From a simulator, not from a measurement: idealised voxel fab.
process module | voxel ribs on slabs
cross-section cut | 190 nm wide | cells 5 nm
A cross-section is a grid of square cells, given in bands from the top down. A band is one or more rows of cells.
Each band's line starts with the height of the band's top and of its bottom, in nm. Then come its materials from left to right, each with its width in nm. One material with "throughout" fills the band from edge to edge. "air" is empty space.
Height 0 is the level under which the wafer as received is all one material. The lowest band goes on downwards, as in "0 down".
A width such as "30 to 40" changes by the same amount from each row of cells to the next, from the band's top row to its bottom row.
"no change" after a step means that no cell of the cross-section changed.
closed voids: empty space of 8 cells or more with no open way to the top, each as width x height at its distance from the left edge, in nm
after a step's settings: what the simulator itself notes on the step
overlay nm, on a step with a mask: how far to the right of its planned place the mask lay; to the left if negative
plan
1 op RECEIVE | material Si
2 op DIRECTIONAL_DEP | material SiO2 | thk nm 20
3 op DIRECTIONAL_DEP | material polySi | thk nm 15
4 op MASKED_ETCH | tone cover | mask id RIB | width nm 30 | etch materials polySi | depth nm 5 | overlay nm 0
5 op DIRECTIONAL_DEP | material aC | thk nm 15
6 op PATTERN | tone cover | mask id SLAB | material resist | width nm 70 | thk nm 30 | overlay nm 0
7 op DIRECTIONAL_ETCH | etch materials aC | depth nm 15
8 op STRIP | etch materials resist
9 op DIRECTIONAL_ETCH | etch materials polySi | depth nm 10
10 op STRIP | etch materials aC
11 op FILL_DEP | material SiO2 | thk nm 30
12 op CMP | height nm 55
13 op DIRECTIONAL_DEP | material W | thk nm 10
14 op PATTERN | tone cover | mask id HEATER | material resist | width nm 40 | thk nm 20 | overlay nm 0
15 op DIRECTIONAL_ETCH | etch materials W | depth nm 10
16 op STRIP | etch materials resist
17 op CONFORMAL_DEP | material SiN | thk nm 5
first wafer, as planned
as received, after step 1
  0 down: Si throughout
  closed voids: none
after step 2
  20 to 0: SiO2 throughout
  below 0: unchanged
after step 3
  35 to 20: polySi throughout
  below 20: unchanged
after step 4
  35 to 30: air 80 | polySi 30 | air 80
  below 30: unchanged
after step 5
  50 to 45: air 80 | aC 30 | air 80
  45 to 35: aC throughout
  35 to 30: aC 80 | polySi 30 | aC 80
  below 30: unchanged
after step 6
  80 to 50: air 60 | resist 70 | air 60
  50 to 45: air 60 | resist 20 | aC 30 | resist 20 | air 60
  below 45: unchanged
after step 7
  65 to 50: air 60 | resist 70 | air 60
  50 to 45: air 60 | resist 20 | aC 30 | resist 20 | air 60
  45 to 35: air 60 | aC 70 | air 60
  35 to 30: air 60 | aC 20 | polySi 30 | aC 20 | air 60
  below 30: unchanged
after step 8
  50 to 45: air 80 | aC 30 | air 80
  below 45: unchanged
after step 9
  50 to 45: air 80 | aC 30 | air 80
  45 to 35: air 60 | aC 70 | air 60
  35 to 30: air 60 | aC 20 | polySi 30 | aC 20 | air 60
  30 to 20: air 60 | polySi 70 | air 60
  below 20: unchanged
after step 10
  35 to 30: air 80 | polySi 30 | air 80
  below 30: unchanged
after step 11
  65 to 35: SiO2 throughout
  35 to 30: SiO2 80 | polySi 30 | SiO2 80
  30 to 20: SiO2 60 | polySi 70 | SiO2 60
  below 20: unchanged
after step 12
  55 to 35: SiO2 throughout
  below 35: unchanged
after step 13
  65 to 55: W throughout
  below 55: unchanged
after step 14
  85 to 65: air 75 | resist 40 | air 75
  below 65: unchanged
after step 15
  85 to 65: air 75 | resist 40 | air 75
  65 to 55: air 75 | W 40 | air 75
  below 55: unchanged
after step 16
  65 to 55: air 75 | W 40 | air 75
  below 55: unchanged
after step 17
  70 to 65: air 70 | SiN 50 | air 70
  65 to 60: air 70 | SiN 5 | W 40 | SiN 5 | air 70
  60 to 55: SiN 75 | W 40 | SiN 75
  below 55: unchanged
second wafer: like start, like plan, one mistake. Through step 16 it matches the first wafer
when step 17 should have ended: no change
what went wrong: step 17 was left out
at the end the second wafer has, in cells: 42 fewer of SiN
